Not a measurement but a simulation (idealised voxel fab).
Process module under the name voxel released beams
The width of the displayed cross-section, cut, is 220 nm; its cells are square, with a size of 5 nm.
Just so we're on the same page, the cross-sections are grids of square cells, and they're listed out in bands top to bottom, each band one or more rows deep. What a band's entry tells you: where the top is and where the bottom is, as heights in nm, and after that what lies inside, material by material from left to right, each with its width in nm. Empty space is written as the word "air", and a single material marked with the word "everywhere" occupies the band from edge to edge. The level at which height equals 0 is the one under which the wafer, as it arrives, is entirely one material. No lower edge exists for the bottom band, which continues downward and is notated as in "from 0 down". Per-row width for "30..40": begins at first number (top row of band), ends at second number (bottom row), increment between rows held constant. The designation "remained the same", where it is given for a processing step, indicates that no cell of the cross-section was altered in the course of that step. In "Sealed cavities" the enclosed voids are listed, meaning empty spaces of 8 cells or larger without any opening to the top. The form is width x height at distance, distance from the left edge, units nm. Past the settings on a step's line: simulator remark, on that step. The optional step-line setting "overlay nm" applies to steps with a mask and quantifies how far to the right of its planned location the mask lay, a negative value indicating leftward placement.
Process steps foreseen in the plan:
| 1 | op RECEIVE | material Si |
| 2 | op CONFORMAL_DEP | material Al2O3 | thk nm 10 |
| 3 | op DIRECTIONAL_DEP | material SiO2 | thk nm 20 |
| 4 | op DIRECTIONAL_DEP | material aC | thk nm 10 |
| 5 | op PATTERN | tone open | mask id ANCHOR | material resist | width nm 45 | thk nm 25 | overlay nm 0 |
| 6 | op DIRECTIONAL_ETCH | etch materials aC | depth nm 10 |
| 7 | op STRIP | etch materials resist |
| 8 | op DIRECTIONAL_ETCH | etch materials SiO2 | depth nm 20 |
| 9 | op STRIP | etch materials aC |
| 10 | op CONFORMAL_DEP | material polySi | thk nm 15 |
| 11 | op PATTERN | tone cover | mask id BEAM | material resist | width nm 130 | thk nm 15 | overlay nm 0 |
| 12 | op DIRECTIONAL_ETCH | etch materials polySi | depth nm 15 |
| 13 | op STRIP | etch materials resist |
| 14 | op STRIP | etch materials SiO2 |
First of the two wafers, run per plan:
Cross-sectional view of the wafer in its as-received condition, corresponding to the state after step 1:
* from 0 down: Si everywhere
* Sealed cavities: none
State of the wafer after step 2, shown in cross-section:
* from 10 to 0: Al2O3 everywhere
* Below 0, no change.
State of the wafer after step 3, shown in cross-section:
* from 30 to 10: SiO2 everywhere
* Below 10, no change.
State of the wafer after step 4, shown in cross-section:
* from 40 to 30: aC everywhere
* Below 30, no change.
State of the wafer after step 5, shown in cross-section:
* from 65 to 40: resist 45 | air 45 | resist 130
* Below 40, no change.
State of the wafer after step 6, shown in cross-section:
* from 55 to 40: resist 45 | air 45 | resist 130
* from 40 to 30: aC 45 | air 45 | aC 130
* Below 30, no change.
State of the wafer after step 7, shown in cross-section:
* from 40 to 30: aC 45 | air 45 | aC 130
* Below 30, no change.
State of the wafer after step 8, shown in cross-section:
* from 40 to 30: aC 45 | air 45 | aC 130
* from 30 to 10: SiO2 45 | air 45 | SiO2 130
* Below 10, no change.
State of the wafer after step 9, shown in cross-section:
* from 30 to 10: SiO2 45 | air 45 | SiO2 130
* Below 10, no change.
State of the wafer after step 10, shown in cross-section:
* from 45 to 30: polySi 60 | air 15 | polySi 145
* from 30 to 25: SiO2 45 | polySi 15 | air 15 | polySi 15 | SiO2 130
* from 25 to 10: SiO2 45 | polySi 45 | SiO2 130
* Below 10, no change.
State of the wafer after step 11, shown in cross-section:
* from 60 to 45: air 40 | resist 130 | air 50
* from 45 to 30: polySi 60 | resist 15 | polySi 145
* from 30 to 25: SiO2 45 | polySi 15 | resist 15 | polySi 15 | SiO2 130
* Below 25, no change.
State of the wafer after step 12, shown in cross-section:
* from 60 to 45: air 40 | resist 130 | air 50
* from 45 to 30: air 40 | polySi 20 | resist 15 | polySi 95 | air 50
* Below 30, no change.
State of the wafer after step 13, shown in cross-section:
* from 45 to 30: air 40 | polySi 20 | air 15 | polySi 95 | air 50
* from 30 to 25: SiO2 45 | polySi 15 | air 15 | polySi 15 | SiO2 130
* Below 25, no change.
State of the wafer after step 14, shown in cross-section:
* from 45 to 30: air 40 | polySi 20 | air 15 | polySi 95 | air 50
* from 30 to 25: air 45 | polySi 15 | air 15 | polySi 15 | air 130
* from 25 to 10: air 45 | polySi 45 | air 130
* Below 10, no change.
second wafer: like start, like plan, one mistake. Through step 1 it matches the first wafer:
Second wafer profile in section, at the moment step 2 of the plan was meant to be complete: remained the same
Second wafer profile in section, at the moment step 3 of the plan was meant to be complete:
* from 20 to 0: SiO2 everywhere
* Below 0, no change.
Second wafer profile in section, at the moment step 4 of the plan was meant to be complete:
* from 30 to 20: aC everywhere
* Below 20, no change.
Second wafer profile in section, at the moment step 5 of the plan was meant to be complete:
* from 55 to 30: resist 45 | air 45 | resist 130
* Below 30, no change.
Second wafer profile in section, at the moment step 6 of the plan was meant to be complete:
* from 45 to 30: resist 45 | air 45 | resist 130
* from 30 to 20: aC 45 | air 45 | aC 130
* Below 20, no change.
Second wafer profile in section, at the moment step 7 of the plan was meant to be complete:
* from 30 to 20: aC 45 | air 45 | aC 130
* Below 20, no change.
Second wafer profile in section, at the moment step 8 of the plan was meant to be complete:
* from 30 to 20: aC 45 | air 45 | aC 130
* from 20 to 0: SiO2 45 | air 45 | SiO2 130
* Below 0, no change.
Second wafer profile in section, at the moment step 9 of the plan was meant to be complete:
* from 20 to 0: SiO2 45 | air 45 | SiO2 130
* Below 0, no change.
Second wafer profile in section, at the moment step 10 of the plan was meant to be complete:
* from 35 to 20: polySi 60 | air 15 | polySi 145
* from 20 to 15: SiO2 45 | polySi 15 | air 15 | polySi 15 | SiO2 130
* from 15 to 0: SiO2 45 | polySi 45 | SiO2 130
* Below 0, no change.
Second wafer profile in section, at the moment step 11 of the plan was meant to be complete:
* from 50 to 35: air 40 | resist 130 | air 50
* from 35 to 20: polySi 60 | resist 15 | polySi 145
* from 20 to 15: SiO2 45 | polySi 15 | resist 15 | polySi 15 | SiO2 130
* Below 15, no change.
Second wafer profile in section, at the moment step 12 of the plan was meant to be complete:
* from 50 to 35: air 40 | resist 130 | air 50
* from 35 to 20: air 40 | polySi 20 | resist 15 | polySi 95 | air 50
* Below 20, no change.
Second wafer profile in section, at the moment step 13 of the plan was meant to be complete:
* from 35 to 20: air 40 | polySi 20 | air 15 | polySi 95 | air 50
* from 20 to 15: SiO2 45 | polySi 15 | air 15 | polySi 15 | SiO2 130
* Below 15, no change.
Second wafer profile in section, at the moment step 14 of the plan was meant to be complete:
* from 35 to 20: air 40 | polySi 20 | air 15 | polySi 95 | air 50
* from 20 to 15: air 45 | polySi 15 | air 15 | polySi 15 | air 130
* from 15 to 0: air 45 | polySi 45 | air 130
* Below 0, no change.
What was the processing mistake? step 2 was left out
Per the end-of-run cell counts, the second wafer holds more or fewer of some materials than the first: -88 Al2O3
